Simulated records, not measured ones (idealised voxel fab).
This is a process module. Its name is voxel fin reveal.
Displayed cross-section: cut, width of 275 nm, square cells sized 5 nm.
When this document writes out a cross-section, it uses a grid of square cells and lists it as bands, beginning at the top and moving down, with a band standing for one or more rows of cells. Top height, bottom height, nm. Materials left to right, width each, nm. Single material + "all across" = fills band edge to edge. "blank" = empty. Below 0: as-received wafer, all one material; heights counted from there. Lowest band: no bottom, goes on down, written "z 0 and below". Quick explanation for "30..40": the width changes in equal steps down the rows of cells, from the first number in the band's top row to the second number in its bottom row. Key: "nothing got changed" - step with no changed cell in the cross-section. Empty spaces without an open route to the top, at least 8 cells in extent, make up the entry "Closed void catalog"; each is given as width x height at distance, where the distance is measured from the left edge, and all are in nm. Step line, after settings: the simulator's comment on this step. overlay nm: for a step with a mask, the amount by which the mask lay right of where it was planned; a negative amount means left of it.

### Set out below are the planned steps of the process
1 RECEIVE | material Si
2 CONFORMAL_DEP | material SiN | thk nm 5
3 PATTERN | tone cover | mask id FINS | material resist | width nm 15 | pitch nm 35 | thk nm 20 | overlay nm 0
4 DIRECTIONAL_ETCH | etch materials SiN | depth nm 5
5 DIRECTIONAL_ETCH | etch materials Si | depth nm 30
6 STRIP | etch materials resist
7 FILL_DEP | material SiO2 | thk nm 5
8 CMP | height nm 5
9 SELECTIVE_ETCH | etch materials SiO2 | depth nm 15
10 STRIP | etch materials SiN

### Incoming wafer in cross-section (state: after step 1)
> z 0 and below  Si all across
> Closed void catalog: none

### End state of the module in cross-section, given the above starting point and plan and one mistake in execution
> z -5 to -20  95 blank / 15 Si / 20 blank / 15 Si / 20 blank / 15 Si / 95 blank
> z -20 to -30  95 SiO2 / 15 Si / 20 SiO2 / 15 Si / 20 SiO2 / 15 Si / 95 SiO2
> z -30 and below  Si all across
> Closed void catalog: none
Nonconformance to the process plan: step 8 ran differently from the plan; actual operation with settings: CMP | height nm -5
